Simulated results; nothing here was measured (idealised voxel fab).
Title: Process Module voxel transistor to metal
Shown is cross-section cut, with a width of 210 nm and square cells of size 5 nm.
Format of a cross-section: grid, square cells. Given as bands. Order: top down. Band: one or more rows of cells.
Heads up on the band format: heights come first, top then bottom, in nm. After that it's the materials left to right, each with its width in nm. A single material flagged "everywhere" fills the whole band edge to edge, and "blank" means there's empty space there.
Height datum 0, below which the as-received substrate wafer is one material. Lowest band open at the bottom, running downward: "from 0 down".
Quick explanation for "30..40": the width changes in equal steps down the rows of cells, from the first number in the band's top row to the second number in its bottom row.
Step marked "identical to before"? Then no cell in the cross-section changed in it.
Enclosed voids (no open way to top), threshold 8 cells or more, entry "Completely enclosed voids", notation width x height at distance, distance from left edge, nm.
On a step's line, text after the settings is the simulator commenting on that step.
Among the settings permitted on a step's line is "overlay nm"; applied to a step with a mask, it specifies the extent to which the mask lay to the right of its planned position, whereas a negative figure signifies a position to the left.

So here's the lineup of process steps we planned
1 RECEIVE with material Si
2 CONFORMAL_DEP with material SiO2, thk nm 5
3 CONFORMAL_DEP with material SiN, thk nm 15
4 MASKED_ETCH with tone cover, mask id ACTIVE, width nm 100, etch materials SiN, depth nm 15, overlay nm 0
5 MASKED_ETCH with tone cover, mask id ACTIVE, width nm 100, etch materials SiO2, depth nm 5, overlay nm 0
6 MASKED_ETCH with tone cover, mask id ACTIVE, width nm 100, etch materials Si, depth nm 25, overlay nm 0
7 OXIDIZE with depth nm 5
8 FILL_DEP with material SiO2, thk nm 10
9 CMP with height nm 20
10 SELECTIVE_ETCH with etch materials SiO2, depth nm 15
11 STRIP with etch materials SiN
12 SELECTIVE_ETCH with etch materials SiO2, depth nm 5
13 OXIDIZE with depth nm 5
14 DIRECTIONAL_DEP with material polySi, thk nm 30
15 DIRECTIONAL_DEP with material SiCN, thk nm 10
16 MASKED_ETCH with tone cover, mask id GATE, width nm 20, etch materials SiCN, depth nm 20, overlay nm 0
17 MASKED_ETCH with tone cover, mask id GATE, width nm 20, etch materials polySi, depth nm 40, overlay nm 0
18 CONFORMAL_DEP with material SiO2, thk nm 5
19 DIRECTIONAL_ETCH with etch materials SiO2, depth nm 5
20 CONFORMAL_DEP with material SiN, thk nm 5
21 DIRECTIONAL_ETCH with etch materials SiN, depth nm 5
22 DIRECTIONAL_ETCH with etch materials SiO2, depth nm 5
23 DIRECTIONAL_ETCH with etch materials Si, depth nm 15
24 EPI with material nSi, thk nm 20
25 FILL_DEP with material SiO2, thk nm 5
26 CMP with height nm 40
27 DIRECTIONAL_DEP with material SiO2, thk nm 10
28 DIRECTIONAL_DEP with material aC, thk nm 10
29 PATTERN with tone open, mask id CONTACT, material resist, width nm 15, pitch nm 75, thk nm 25, overlay nm 0
30 DIRECTIONAL_ETCH with etch materials aC, depth nm 10
31 STRIP with etch materials resist
32 DIRECTIONAL_ETCH with etch materials SiO2, depth nm 50
33 STRIP with etch materials aC
34 CONFORMAL_DEP with material TiN, thk nm 5
35 FILL_DEP with material Ru, thk nm 5
36 CMP with height nm 50
37 CONFORMAL_DEP with material SiCN, thk nm 5
38 DIRECTIONAL_DEP with material lowk, thk nm 20
39 MASKED_ETCH with tone open, mask id METAL_1, width nm 15, pitch nm 75, etch materials lowk, depth nm 20, overlay nm 0
40 MASKED_ETCH with tone open, mask id METAL_1, width nm 15, pitch nm 75, etch materials SiCN, depth nm 5, overlay nm 0
41 CONFORMAL_DEP with material TiN, thk nm 5
42 FILL_DEP with material Cu, thk nm 5
43 CMP with height nm 75
44 CONFORMAL_DEP with material SiCN, thk nm 5

The following pertains to the first of two wafers, which was processed as planned

Step 1 complete: cross-section of the wafer as received
	from 0 down  Si everywhere
	Completely enclosed voids: none

State of the wafer after step 2, shown in cross-section
	from 5 to 0  SiO2 everywhere
	Below 0 it's all the same as before, nothing changed down there.

State of the wafer after step 3, shown in cross-section
	from 20 to 5  SiN everywhere
	Below 5 it's all the same as before, nothing changed down there.

State of the wafer after step 4, shown in cross-section
	from 20 to 5  55 nm blank, 100 nm SiN, 55 nm blank
	Below 5 it's all the same as before, nothing changed down there.

State of the wafer after step 5, shown in cross-section
	from 20 to 5  55 nm blank, 100 nm SiN, 55 nm blank
	from 5 to 0  55 nm blank, 100 nm SiO2, 55 nm blank
	Below 0 it's all the same as before, nothing changed down there.

State of the wafer after step 6, shown in cross-section
	from 20 to 5  55 nm blank, 100 nm SiN, 55 nm blank
	from 5 to 0  55 nm blank, 100 nm SiO2, 55 nm blank
	from 0 to -25  55 nm blank, 100 nm Si, 55 nm blank
	Below -25 it's all the same as before, nothing changed down there.

State of the wafer after step 7, shown in cross-section
	from 20 to 5  55 nm blank, 100 nm SiN, 55 nm blank
	from 5 to 0  55 nm blank, 100 nm SiO2, 55 nm blank
	from 0 to -25  55 nm blank, 5 nm SiO2, 90 nm Si, 5 nm SiO2, 55 nm blank
	from -25 to -30  60 nm SiO2, 90 nm Si, 60 nm SiO2
	Below -30 it's all the same as before, nothing changed down there.

State of the wafer after step 8, shown in cross-section
	from 30 to 20  SiO2 everywhere
	from 20 to 5  55 nm SiO2, 100 nm SiN, 55 nm SiO2
	from 5 to 0  SiO2 everywhere
	from 0 to -30  60 nm SiO2, 90 nm Si, 60 nm SiO2
	Below -30 it's all the same as before, nothing changed down there.

State of the wafer after step 9, shown in cross-section
	from 20 to 5  55 nm SiO2, 100 nm SiN, 55 nm SiO2
	Below 5 it's all the same as before, nothing changed down there.

State of the wafer after step 10, shown in cross-section
	from 20 to 5  55 nm blank, 100 nm SiN, 55 nm blank
	Below 5 it's all the same as before, nothing changed down there.

State of the wafer after step 11, shown in cross-section
	from 5 to 0  SiO2 everywhere
	Below 0 it's all the same as before, nothing changed down there.

State of the wafer after step 12, shown in cross-section
	from 0 to -30  60 nm SiO2, 90 nm Si, 60 nm SiO2
	Below -30 it's all the same as before, nothing changed down there.

State of the wafer after step 13, shown in cross-section
	from 0 to -5  SiO2 everywhere
	Below -5 it's all the same as before, nothing changed down there.

State of the wafer after step 14, shown in cross-section
	from 30 to 0  polySi everywhere
	Below 0 it's all the same as before, nothing changed down there.

State of the wafer after step 15, shown in cross-section
	from 40 to 30  SiCN everywhere
	Below 30 it's all the same as before, nothing changed down there.

State of the wafer after step 16, shown in cross-section
	from 40 to 30  95 nm blank, 20 nm SiCN, 95 nm blank
	Below 30 it's all the same as before, nothing changed down there.

State of the wafer after step 17, shown in cross-section
	from 40 to 30  95 nm blank, 20 nm SiCN, 95 nm blank
	from 30 to 0  95 nm blank, 20 nm polySi, 95 nm blank
	Below 0 it's all the same as before, nothing changed down there.

State of the wafer after step 18, shown in cross-section
	from 45 to 40  90 nm blank, 30 nm SiO2, 90 nm blank
	from 40 to 30  90 nm blank, 5 nm SiO2, 20 nm SiCN, 5 nm SiO2, 90 nm blank
	from 30 to 5  90 nm blank, 5 nm SiO2, 20 nm polySi, 5 nm SiO2, 90 nm blank
	from 5 to 0  95 nm SiO2, 20 nm polySi, 95 nm SiO2
	Below 0 it's all the same as before, nothing changed down there.

State of the wafer after step 19, shown in cross-section
	from 40 to 30  90 nm blank, 5 nm SiO2, 20 nm SiCN, 5 nm SiO2, 90 nm blank
	from 30 to 0  90 nm blank, 5 nm SiO2, 20 nm polySi, 5 nm SiO2, 90 nm blank
	Below 0 it's all the same as before, nothing changed down there.

State of the wafer after step 20, shown in cross-section
	from 45 to 40  85 nm blank, 40 nm SiN, 85 nm blank
	from 40 to 30  85 nm blank, 5 nm SiN, 5 nm SiO2, 20 nm SiCN, 5 nm SiO2, 5 nm SiN, 85 nm blank
	from 30 to 5  85 nm blank, 5 nm SiN, 5 nm SiO2, 20 nm polySi, 5 nm SiO2, 5 nm SiN, 85 nm blank
	from 5 to 0  90 nm SiN, 5 nm SiO2, 20 nm polySi, 5 nm SiO2, 90 nm SiN
	Below 0 it's all the same as before, nothing changed down there.

State of the wafer after step 21, shown in cross-section
	from 40 to 30  85 nm blank, 5 nm SiN, 5 nm SiO2, 20 nm SiCN, 5 nm SiO2, 5 nm SiN, 85 nm blank
	from 30 to 0  85 nm blank, 5 nm SiN, 5 nm SiO2, 20 nm polySi, 5 nm SiO2, 5 nm SiN, 85 nm blank
	Below 0 it's all the same as before, nothing changed down there.

State of the wafer after step 22, shown in cross-section
	from 40 to 35  85 nm blank, 5 nm SiN, 5 nm blank, 20 nm SiCN, 5 nm blank, 5 nm SiN, 85 nm blank
	from 35 to 30  85 nm blank, 5 nm SiN, 5 nm SiO2, 20 nm SiCN, 5 nm SiO2, 5 nm SiN, 85 nm blank
	from 30 to 0  85 nm blank, 5 nm SiN, 5 nm SiO2, 20 nm polySi, 5 nm SiO2, 5 nm SiN, 85 nm blank
	from 0 to -5  85 nm blank, 40 nm SiO2, 85 nm blank
	Below -5 it's all the same as before, nothing changed down there.

State of the wafer after step 23, shown in cross-section
	from 40 to 35  85 nm blank, 5 nm SiN, 5 nm blank, 20 nm SiCN, 5 nm blank, 5 nm SiN, 85 nm blank
	from 35 to 30  85 nm blank, 5 nm SiN, 5 nm SiO2, 20 nm SiCN, 5 nm SiO2, 5 nm SiN, 85 nm blank
	from 30 to 0  85 nm blank, 5 nm SiN, 5 nm SiO2, 20 nm polySi, 5 nm SiO2, 5 nm SiN, 85 nm blank
	from 0 to -5  85 nm blank, 40 nm SiO2, 85 nm blank
	from -5 to -20  60 nm SiO2, 25 nm blank, 40 nm Si, 25 nm blank, 60 nm SiO2
	Below -20 it's all the same as before, nothing changed down there.

State of the wafer after step 24, shown in cross-section
	from 40 to 35  85 nm blank, 5 nm SiN, 5 nm blank, 20 nm SiCN, 5 nm blank, 5 nm SiN, 85 nm blank
	from 35 to 30  85 nm blank, 5 nm SiN, 5 nm SiO2, 20 nm SiCN, 5 nm SiO2, 5 nm SiN, 85 nm blank
	from 30 to 15  85 nm blank, 5 nm SiN, 5 nm SiO2, 20 nm polySi, 5 nm SiO2, 5 nm SiN, 85 nm blank
	from 15 to 0  65 nm blank, 20 nm nSi, 5 nm SiN, 5 nm SiO2, 20 nm polySi, 5 nm SiO2, 5 nm SiN, 20 nm nSi, 65 nm blank
	from 0 to -5  55 nm blank, 30 nm nSi, 40 nm SiO2, 30 nm nSi, 55 nm blank
	from -5 to -20  60 nm SiO2, 25 nm nSi, 40 nm Si, 25 nm nSi, 60 nm SiO2
	Below -20 it's all the same as before, nothing changed down there.

State of the wafer after step 25, shown in cross-section
	from 45 to 40  SiO2 everywhere
	from 40 to 30  85 nm SiO2, 5 nm SiN, 5 nm SiO2, 20 nm SiCN, 5 nm SiO2, 5 nm SiN, 85 nm SiO2
	from 30 to 15  85 nm SiO2, 5 nm SiN, 5 nm SiO2, 20 nm polySi, 5 nm SiO2, 5 nm SiN, 85 nm SiO2
	from 15 to 0  65 nm SiO2, 20 nm nSi, 5 nm SiN, 5 nm SiO2, 20 nm polySi, 5 nm SiO2, 5 nm SiN, 20 nm nSi, 65 nm SiO2
	from 0 to -5  55 nm SiO2, 30 nm nSi, 40 nm SiO2, 30 nm nSi, 55 nm SiO2
	Below -5 it's all the same as before, nothing changed down there.

State of the wafer after step 26, shown in cross-section
	from 40 to 30  85 nm SiO2, 5 nm SiN, 5 nm SiO2, 20 nm SiCN, 5 nm SiO2, 5 nm SiN, 85 nm SiO2
	Below 30 it's all the same as before, nothing changed down there.

State of the wafer after step 27, shown in cross-section
	from 50 to 40  SiO2 everywhere
	Below 40 it's all the same as before, nothing changed down there.

State of the wafer after step 28, shown in cross-section
	from 60 to 50  aC everywhere
	Below 50 it's all the same as before, nothing changed down there.

State of the wafer after step 29, shown in cross-section
	from 85 to 60  60 nm resist, 15 nm blank, 60 nm resist, 15 nm blank, 60 nm resist
	Below 60 it's all the same as before, nothing changed down there.

State of the wafer after step 30, shown in cross-section
	from 75 to 60  60 nm resist, 15 nm blank, 60 nm resist, 15 nm blank, 60 nm resist
	from 60 to 50  60 nm aC, 15 nm blank, 60 nm aC, 15 nm blank, 60 nm aC
	Below 50 it's all the same as before, nothing changed down there.

State of the wafer after step 31, shown in cross-section
	from 60 to 50  60 nm aC, 15 nm blank, 60 nm aC, 15 nm blank, 60 nm aC
	Below 50 it's all the same as before, nothing changed down there.

State of the wafer after step 32, shown in cross-section
	from 60 to 50  60 nm aC, 15 nm blank, 60 nm aC, 15 nm blank, 60 nm aC
	from 50 to 40  60 nm SiO2, 15 nm blank, 60 nm SiO2, 15 nm blank, 60 nm SiO2
	from 40 to 30  60 nm SiO2, 15 nm blank, 10 nm SiO2, 5 nm SiN, 5 nm SiO2, 20 nm SiCN, 5 nm SiO2, 5 nm SiN, 10 nm SiO2, 15 nm blank, 60 nm SiO2
	from 30 to 15  60 nm SiO2, 15 nm blank, 10 nm SiO2, 5 nm SiN, 5 nm SiO2, 20 nm polySi, 5 nm SiO2, 5 nm SiN, 10 nm SiO2, 15 nm blank, 60 nm SiO2
	from 15 to 0  60 nm SiO2, 5 nm blank, 20 nm nSi, 5 nm SiN, 5 nm SiO2, 20 nm polySi, 5 nm SiO2, 5 nm SiN, 20 nm nSi, 5 nm blank, 60 nm SiO2
	Below 0 it's all the same as before, nothing changed down there.

State of the wafer after step 33, shown in cross-section
	from 50 to 40  60 nm SiO2, 15 nm blank, 60 nm SiO2, 15 nm blank, 60 nm SiO2
	Below 40 it's all the same as before, nothing changed down there.

State of the wafer after step 34, shown in cross-section
	from 55 to 50  65 nm TiN, 5 nm blank, 70 nm TiN, 5 nm blank, 65 nm TiN
	from 50 to 40  60 nm SiO2, 5 nm TiN, 5 nm blank, 5 nm TiN, 60 nm SiO2, 5 nm TiN, 5 nm blank, 5 nm TiN, 60 nm SiO2
	from 40 to 30  60 nm SiO2, 5 nm TiN, 5 nm blank, 5 nm TiN, 10 nm SiO2, 5 nm SiN, 5 nm SiO2, 20 nm SiCN, 5 nm SiO2, 5 nm SiN, 10 nm SiO2, 5 nm TiN, 5 nm blank, 5 nm TiN, 60 nm SiO2
	from 30 to 20  60 nm SiO2, 5 nm TiN, 5 nm blank, 5 nm TiN, 10 nm SiO2, 5 nm SiN, 5 nm SiO2, 20 nm polySi, 5 nm SiO2, 5 nm SiN, 10 nm SiO2, 5 nm TiN, 5 nm blank, 5 nm TiN, 60 nm SiO2
	from 20 to 15  60 nm SiO2, 15 nm TiN, 10 nm SiO2, 5 nm SiN, 5 nm SiO2, 20 nm polySi, 5 nm SiO2, 5 nm SiN, 10 nm SiO2, 15 nm TiN, 60 nm SiO2
	from 15 to 0  60 nm SiO2, 5 nm TiN, 20 nm nSi, 5 nm SiN, 5 nm SiO2, 20 nm polySi, 5 nm SiO2, 5 nm SiN, 20 nm nSi, 5 nm TiN, 60 nm SiO2
	Below 0 it's all the same as before, nothing changed down there.

State of the wafer after step 35, shown in cross-section
	from 60 to 55  Ru everywhere
	from 55 to 50  65 nm TiN, 5 nm Ru, 70 nm TiN, 5 nm Ru, 65 nm TiN
	from 50 to 40  60 nm SiO2, 5 nm TiN, 5 nm Ru, 5 nm TiN, 60 nm SiO2, 5 nm TiN, 5 nm Ru, 5 nm TiN, 60 nm SiO2
	from 40 to 30  60 nm SiO2, 5 nm TiN, 5 nm Ru, 5 nm TiN, 10 nm SiO2, 5 nm SiN, 5 nm SiO2, 20 nm SiCN, 5 nm SiO2, 5 nm SiN, 10 nm SiO2, 5 nm TiN, 5 nm Ru, 5 nm TiN, 60 nm SiO2
	from 30 to 20  60 nm SiO2, 5 nm TiN, 5 nm Ru, 5 nm TiN, 10 nm SiO2, 5 nm SiN, 5 nm SiO2, 20 nm polySi, 5 nm SiO2, 5 nm SiN, 10 nm SiO2, 5 nm TiN, 5 nm Ru, 5 nm TiN, 60 nm SiO2
	Below 20 it's all the same as before, nothing changed down there.

State of the wafer after step 36, shown in cross-section
	from 50 to 40  60 nm SiO2, 5 nm TiN, 5 nm Ru, 5 nm TiN, 60 nm SiO2, 5 nm TiN, 5 nm Ru, 5 nm TiN, 60 nm SiO2
	Below 40 it's all the same as before, nothing changed down there.

State of the wafer after step 37, shown in cross-section
	from 55 to 50  SiCN everywhere
	Below 50 it's all the same as before, nothing changed down there.

State of the wafer after step 38, shown in cross-section
	from 75 to 55  lowk everywhere
	Below 55 it's all the same as before, nothing changed down there.

State of the wafer after step 39, shown in cross-section
	from 75 to 55  60 nm lowk, 15 nm blank, 60 nm lowk, 15 nm blank, 60 nm lowk
	Below 55 it's all the same as before, nothing changed down there.

State of the wafer after step 40, shown in cross-section
	from 75 to 55  60 nm lowk, 15 nm blank, 60 nm lowk, 15 nm blank, 60 nm lowk
	from 55 to 50  60 nm SiCN, 15 nm blank, 60 nm SiCN, 15 nm blank, 60 nm SiCN
	Below 50 it's all the same as before, nothing changed down there.

State of the wafer after step 41, shown in cross-section
	from 80 to 75  65 nm TiN, 5 nm blank, 70 nm TiN, 5 nm blank, 65 nm TiN
	from 75 to 55  60 nm lowk, 5 nm TiN, 5 nm blank, 5 nm TiN, 60 nm lowk, 5 nm TiN, 5 nm blank, 5 nm TiN, 60 nm lowk
	from 55 to 50  60 nm SiCN, 15 nm TiN, 60 nm SiCN, 15 nm TiN, 60 nm SiCN
	Below 50 it's all the same as before, nothing changed down there.

State of the wafer after step 42, shown in cross-section
	from 85 to 80  Cu everywhere
	from 80 to 75  65 nm TiN, 5 nm Cu, 70 nm TiN, 5 nm Cu, 65 nm TiN
	from 75 to 55  60 nm lowk, 5 nm TiN, 5 nm Cu, 5 nm TiN, 60 nm lowk, 5 nm TiN, 5 nm Cu, 5 nm TiN, 60 nm lowk
	Below 55 it's all the same as before, nothing changed down there.

State of the wafer after step 43, shown in cross-section
	from 75 to 55  60 nm lowk, 5 nm TiN, 5 nm Cu, 5 nm TiN, 60 nm lowk, 5 nm TiN, 5 nm Cu, 5 nm TiN, 60 nm lowk
	Below 55 it's all the same as before, nothing changed down there.

State of the wafer after step 44, shown in cross-section
	from 80 to 75  SiCN everywhere
	Below 75 it's all the same as before, nothing changed down there.

The second wafer was prepared from the same starting point and under the same plan as the first; its processing contained one mistake, and it remains indistinguishable from the first wafer up to and including step 14

What the second wafer looks like in cross-section when step 15 should have wrapped up
	from 35 to 30  SiCN everywhere
	Below 30 it's all the same as before, nothing changed down there.

What the second wafer looks like in cross-section when step 16 should have wrapped up
	from 35 to 30  95 nm blank, 20 nm SiCN, 95 nm blank
	Below 30 it's all the same as before, nothing changed down there.

What the second wafer looks like in cross-section when step 17 should have wrapped up
	from 35 to 30  95 nm blank, 20 nm SiCN, 95 nm blank
	from 30 to 0  95 nm blank, 20 nm polySi, 95 nm blank
	Below 0 it's all the same as before, nothing changed down there.

What the second wafer looks like in cross-section when step 18 should have wrapped up
	from 40 to 35  90 nm blank, 30 nm SiO2, 90 nm blank
	from 35 to 30  90 nm blank, 5 nm SiO2, 20 nm SiCN, 5 nm SiO2, 90 nm blank
	from 30 to 5  90 nm blank, 5 nm SiO2, 20 nm polySi, 5 nm SiO2, 90 nm blank
	from 5 to 0  95 nm SiO2, 20 nm polySi, 95 nm SiO2
	Below 0 it's all the same as before, nothing changed down there.

What the second wafer looks like in cross-section when step 19 should have wrapped up
	from 35 to 30  90 nm blank, 5 nm SiO2, 20 nm SiCN, 5 nm SiO2, 90 nm blank
	from 30 to 0  90 nm blank, 5 nm SiO2, 20 nm polySi, 5 nm SiO2, 90 nm blank
	Below 0 it's all the same as before, nothing changed down there.

What the second wafer looks like in cross-section when step 20 should have wrapped up
	from 40 to 35  85 nm blank, 40 nm SiN, 85 nm blank
	from 35 to 30  85 nm blank, 5 nm SiN, 5 nm SiO2, 20 nm SiCN, 5 nm SiO2, 5 nm SiN, 85 nm blank
	from 30 to 5  85 nm blank, 5 nm SiN, 5 nm SiO2, 20 nm polySi, 5 nm SiO2, 5 nm SiN, 85 nm blank
	from 5 to 0  90 nm SiN, 5 nm SiO2, 20 nm polySi, 5 nm SiO2, 90 nm SiN
	Below 0 it's all the same as before, nothing changed down there.

What the second wafer looks like in cross-section when step 21 should have wrapped up
	from 35 to 30  85 nm blank, 5 nm SiN, 5 nm SiO2, 20 nm SiCN, 5 nm SiO2, 5 nm SiN, 85 nm blank
	from 30 to 0  85 nm blank, 5 nm SiN, 5 nm SiO2, 20 nm polySi, 5 nm SiO2, 5 nm SiN, 85 nm blank
	Below 0 it's all the same as before, nothing changed down there.

What the second wafer looks like in cross-section when step 22 should have wrapped up
	from 35 to 30  85 nm blank, 5 nm SiN, 5 nm blank, 20 nm SiCN, 5 nm blank, 5 nm SiN, 85 nm blank
	from 30 to 0  85 nm blank, 5 nm SiN, 5 nm SiO2, 20 nm polySi, 5 nm SiO2, 5 nm SiN, 85 nm blank
	from 0 to -5  85 nm blank, 40 nm SiO2, 85 nm blank
	Below -5 it's all the same as before, nothing changed down there.

What the second wafer looks like in cross-section when step 23 should have wrapped up
	from 35 to 30  85 nm blank, 5 nm SiN, 5 nm blank, 20 nm SiCN, 5 nm blank, 5 nm SiN, 85 nm blank
	from 30 to 0  85 nm blank, 5 nm SiN, 5 nm SiO2, 20 nm polySi, 5 nm SiO2, 5 nm SiN, 85 nm blank
	from 0 to -5  85 nm blank, 40 nm SiO2, 85 nm blank
	from -5 to -20  60 nm SiO2, 25 nm blank, 40 nm Si, 25 nm blank, 60 nm SiO2
	Below -20 it's all the same as before, nothing changed down there.

What the second wafer looks like in cross-section when step 24 should have wrapped up
	from 35 to 30  85 nm blank, 5 nm SiN, 5 nm blank, 20 nm SiCN, 5 nm blank, 5 nm SiN, 85 nm blank
	from 30 to 15  85 nm blank, 5 nm SiN, 5 nm SiO2, 20 nm polySi, 5 nm SiO2, 5 nm SiN, 85 nm blank
	from 15 to 0  65 nm blank, 20 nm nSi, 5 nm SiN, 5 nm SiO2, 20 nm polySi, 5 nm SiO2, 5 nm SiN, 20 nm nSi, 65 nm blank
	from 0 to -5  55 nm blank, 30 nm nSi, 40 nm SiO2, 30 nm nSi, 55 nm blank
	from -5 to -20  60 nm SiO2, 25 nm nSi, 40 nm Si, 25 nm nSi, 60 nm SiO2
	Below -20 it's all the same as before, nothing changed down there.

What the second wafer looks like in cross-section when step 25 should have wrapped up
	from 40 to 35  SiO2 everywhere
	from 35 to 30  85 nm SiO2, 5 nm SiN, 5 nm SiO2, 20 nm SiCN, 5 nm SiO2, 5 nm SiN, 85 nm SiO2
	from 30 to 15  85 nm SiO2, 5 nm SiN, 5 nm SiO2, 20 nm polySi, 5 nm SiO2, 5 nm SiN, 85 nm SiO2
	from 15 to 0  65 nm SiO2, 20 nm nSi, 5 nm SiN, 5 nm SiO2, 20 nm polySi, 5 nm SiO2, 5 nm SiN, 20 nm nSi, 65 nm SiO2
	from 0 to -5  55 nm SiO2, 30 nm nSi, 40 nm SiO2, 30 nm nSi, 55 nm SiO2
	Below -5 it's all the same as before, nothing changed down there.

What the second wafer looks like in cross-section when step 26 should have wrapped up: identical to before

What the second wafer looks like in cross-section when step 27 should have wrapped up
	from 50 to 35  SiO2 everywhere
	Below 35 it's all the same as before, nothing changed down there.

What the second wafer looks like in cross-section when step 28 should have wrapped up
	from 60 to 50  aC everywhere
	Below 50 it's all the same as before, nothing changed down there.

What the second wafer looks like in cross-section when step 29 should have wrapped up
	from 85 to 60  60 nm resist, 15 nm blank, 60 nm resist, 15 nm blank, 60 nm resist
	Below 60 it's all the same as before, nothing changed down there.

What the second wafer looks like in cross-section when step 30 should have wrapped up
	from 75 to 60  60 nm resist, 15 nm blank, 60 nm resist, 15 nm blank, 60 nm resist
	from 60 to 50  60 nm aC, 15 nm blank, 60 nm aC, 15 nm blank, 60 nm aC
	Below 50 it's all the same as before, nothing changed down there.

What the second wafer looks like in cross-section when step 31 should have wrapped up
	from 60 to 50  60 nm aC, 15 nm blank, 60 nm aC, 15 nm blank, 60 nm aC
	Below 50 it's all the same as before, nothing changed down there.

What the second wafer looks like in cross-section when step 32 should have wrapped up
	from 60 to 50  60 nm aC, 15 nm blank, 60 nm aC, 15 nm blank, 60 nm aC
	from 50 to 35  60 nm SiO2, 15 nm blank, 60 nm SiO2, 15 nm blank, 60 nm SiO2
	from 35 to 30  60 nm SiO2, 15 nm blank, 10 nm SiO2, 5 nm SiN, 5 nm SiO2, 20 nm SiCN, 5 nm SiO2, 5 nm SiN, 10 nm SiO2, 15 nm blank, 60 nm SiO2
	from 30 to 15  60 nm SiO2, 15 nm blank, 10 nm SiO2, 5 nm SiN, 5 nm SiO2, 20 nm polySi, 5 nm SiO2, 5 nm SiN, 10 nm SiO2, 15 nm blank, 60 nm SiO2
	from 15 to 0  60 nm SiO2, 5 nm blank, 20 nm nSi, 5 nm SiN, 5 nm SiO2, 20 nm polySi, 5 nm SiO2, 5 nm SiN, 20 nm nSi, 5 nm blank, 60 nm SiO2
	Below 0 it's all the same as before, nothing changed down there.

What the second wafer looks like in cross-section when step 33 should have wrapped up
	from 50 to 35  60 nm SiO2, 15 nm blank, 60 nm SiO2, 15 nm blank, 60 nm SiO2
	Below 35 it's all the same as before, nothing changed down there.

What the second wafer looks like in cross-section when step 34 should have wrapped up
	from 55 to 50  65 nm TiN, 5 nm blank, 70 nm TiN, 5 nm blank, 65 nm TiN
	from 50 to 35  60 nm SiO2, 5 nm TiN, 5 nm blank, 5 nm TiN, 60 nm SiO2, 5 nm TiN, 5 nm blank, 5 nm TiN, 60 nm SiO2
	from 35 to 30  60 nm SiO2, 5 nm TiN, 5 nm blank, 5 nm TiN, 10 nm SiO2, 5 nm SiN, 5 nm SiO2, 20 nm SiCN, 5 nm SiO2, 5 nm SiN, 10 nm SiO2, 5 nm TiN, 5 nm blank, 5 nm TiN, 60 nm SiO2
	from 30 to 20  60 nm SiO2, 5 nm TiN, 5 nm blank, 5 nm TiN, 10 nm SiO2, 5 nm SiN, 5 nm SiO2, 20 nm polySi, 5 nm SiO2, 5 nm SiN, 10 nm SiO2, 5 nm TiN, 5 nm blank, 5 nm TiN, 60 nm SiO2
	from 20 to 15  60 nm SiO2, 15 nm TiN, 10 nm SiO2, 5 nm SiN, 5 nm SiO2, 20 nm polySi, 5 nm SiO2, 5 nm SiN, 10 nm SiO2, 15 nm TiN, 60 nm SiO2
	from 15 to 0  60 nm SiO2, 5 nm TiN, 20 nm nSi, 5 nm SiN, 5 nm SiO2, 20 nm polySi, 5 nm SiO2, 5 nm SiN, 20 nm nSi, 5 nm TiN, 60 nm SiO2
	Below 0 it's all the same as before, nothing changed down there.

What the second wafer looks like in cross-section when step 35 should have wrapped up
	from 60 to 55  Ru everywhere
	from 55 to 50  65 nm TiN, 5 nm Ru, 70 nm TiN, 5 nm Ru, 65 nm TiN
	from 50 to 35  60 nm SiO2, 5 nm TiN, 5 nm Ru, 5 nm TiN, 60 nm SiO2, 5 nm TiN, 5 nm Ru, 5 nm TiN, 60 nm SiO2
	from 35 to 30  60 nm SiO2, 5 nm TiN, 5 nm Ru, 5 nm TiN, 10 nm SiO2, 5 nm SiN, 5 nm SiO2, 20 nm SiCN, 5 nm SiO2, 5 nm SiN, 10 nm SiO2, 5 nm TiN, 5 nm Ru, 5 nm TiN, 60 nm SiO2
	from 30 to 20  60 nm SiO2, 5 nm TiN, 5 nm Ru, 5 nm TiN, 10 nm SiO2, 5 nm SiN, 5 nm SiO2, 20 nm polySi, 5 nm SiO2, 5 nm SiN, 10 nm SiO2, 5 nm TiN, 5 nm Ru, 5 nm TiN, 60 nm SiO2
	Below 20 it's all the same as before, nothing changed down there.

What the second wafer looks like in cross-section when step 36 should have wrapped up
	from 50 to 35  60 nm SiO2, 5 nm TiN, 5 nm Ru, 5 nm TiN, 60 nm SiO2, 5 nm TiN, 5 nm Ru, 5 nm TiN, 60 nm SiO2
	Below 35 it's all the same as before, nothing changed down there.

What the second wafer looks like in cross-section when step 37 should have wrapped up
	from 55 to 50  SiCN everywhere
	Below 50 it's all the same as before, nothing changed down there.

What the second wafer looks like in cross-section when step 38 should have wrapped up
	from 75 to 55  lowk everywhere
	Below 55 it's all the same as before, nothing changed down there.

What the second wafer looks like in cross-section when step 39 should have wrapped up
	from 75 to 55  60 nm lowk, 15 nm blank, 60 nm lowk, 15 nm blank, 60 nm lowk
	Below 55 it's all the same as before, nothing changed down there.

What the second wafer looks like in cross-section when step 40 should have wrapped up
	from 75 to 55  60 nm lowk, 15 nm blank, 60 nm lowk, 15 nm blank, 60 nm lowk
	from 55 to 50  60 nm SiCN, 15 nm blank, 60 nm SiCN, 15 nm blank, 60 nm SiCN
	Below 50 it's all the same as before, nothing changed down there.

What the second wafer looks like in cross-section when step 41 should have wrapped up
	from 80 to 75  65 nm TiN, 5 nm blank, 70 nm TiN, 5 nm blank, 65 nm TiN
	from 75 to 55  60 nm lowk, 5 nm TiN, 5 nm blank, 5 nm TiN, 60 nm lowk, 5 nm TiN, 5 nm blank, 5 nm TiN, 60 nm lowk
	from 55 to 50  60 nm SiCN, 15 nm TiN, 60 nm SiCN, 15 nm TiN, 60 nm SiCN
	Below 50 it's all the same as before, nothing changed down there.

What the second wafer looks like in cross-section when step 42 should have wrapped up
	from 85 to 80  Cu everywhere
	from 80 to 75  65 nm TiN, 5 nm Cu, 70 nm TiN, 5 nm Cu, 65 nm TiN
	from 75 to 55  60 nm lowk, 5 nm TiN, 5 nm Cu, 5 nm TiN, 60 nm lowk, 5 nm TiN, 5 nm Cu, 5 nm TiN, 60 nm lowk
	Below 55 it's all the same as before, nothing changed down there.

What the second wafer looks like in cross-section when step 43 should have wrapped up
	from 75 to 55  60 nm lowk, 5 nm TiN, 5 nm Cu, 5 nm TiN, 60 nm lowk, 5 nm TiN, 5 nm Cu, 5 nm TiN, 60 nm lowk
	Below 55 it's all the same as before, nothing changed down there.

What the second wafer looks like in cross-section when step 44 should have wrapped up
	from 80 to 75  SiCN everywhere
	Below 75 it's all the same as before, nothing changed down there.
Here's what went sideways: step 15 was run on a setting that differed from the plan, and what really ran there is DIRECTIONAL_DEP with material SiCN, thk nm 5
Wafer comparison, final, in cells, second relative to first, materials more or fewer: SiCN: 4 fewer; SiN: 2 fewer; SiO2: 6 more
